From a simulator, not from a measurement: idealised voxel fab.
process module | voxel tone inversion
cross-section cut | 215 nm wide | cells 5 nm
A cross-section is a grid of square cells, given in bands from the top down. A band is one or more rows of cells.
Each band's line starts with the height of the band's top and of its bottom, in nm. Then come its materials from left to right, each with its width in nm. One material with "throughout" fills the band from edge to edge. "air" is empty space.
Height 0 is the level under which the wafer as received is all one material. The lowest band goes on downwards, as in "0 down".
A width such as "30 to 40" changes by the same amount from each row of cells to the next, from the band's top row to its bottom row.
"no change" after a step means that no cell of the cross-section changed.
closed voids: empty space of 8 cells or more with no open way to the top, each as width x height at its distance from the left edge, in nm
after a step's settings: what the simulator itself notes on the step
overlay nm, on a step with a mask: how far to the right of its planned place the mask lay; to the left if negative
plan
1 op RECEIVE | material Si
2 op CONFORMAL_DEP | material SiN | thk nm 10
3 op DIRECTIONAL_DEP | material polySi | thk nm 25
4 op PATTERN | tone cover | mask id POSTS | material resist | width nm 20 | pitch nm 50 | thk nm 35 | overlay nm 0
5 op DIRECTIONAL_ETCH | etch materials polySi | depth nm 25
6 op STRIP | etch materials resist
7 op FILL_DEP | material lowk | thk nm 5
8 op CMP | height nm 35
9 op STRIP | etch materials polySi
10 op CONFORMAL_DEP | material TiN | thk nm 5
11 op FILL_DEP | material Ru | thk nm 10
12 op CMP | height nm 35
13 op CONFORMAL_DEP | material SiCN | thk nm 5
as received, after step 1
  0 down: Si throughout
  closed voids: none
a wafer at the end: this start, this plan, one mistake
  40 to 35: SiCN throughout
  35 to 25: SiN throughout
  25 to 0: polySi throughout
  0 down: Si throughout
  closed voids: none
what went wrong: steps 2 and 3 were swapped
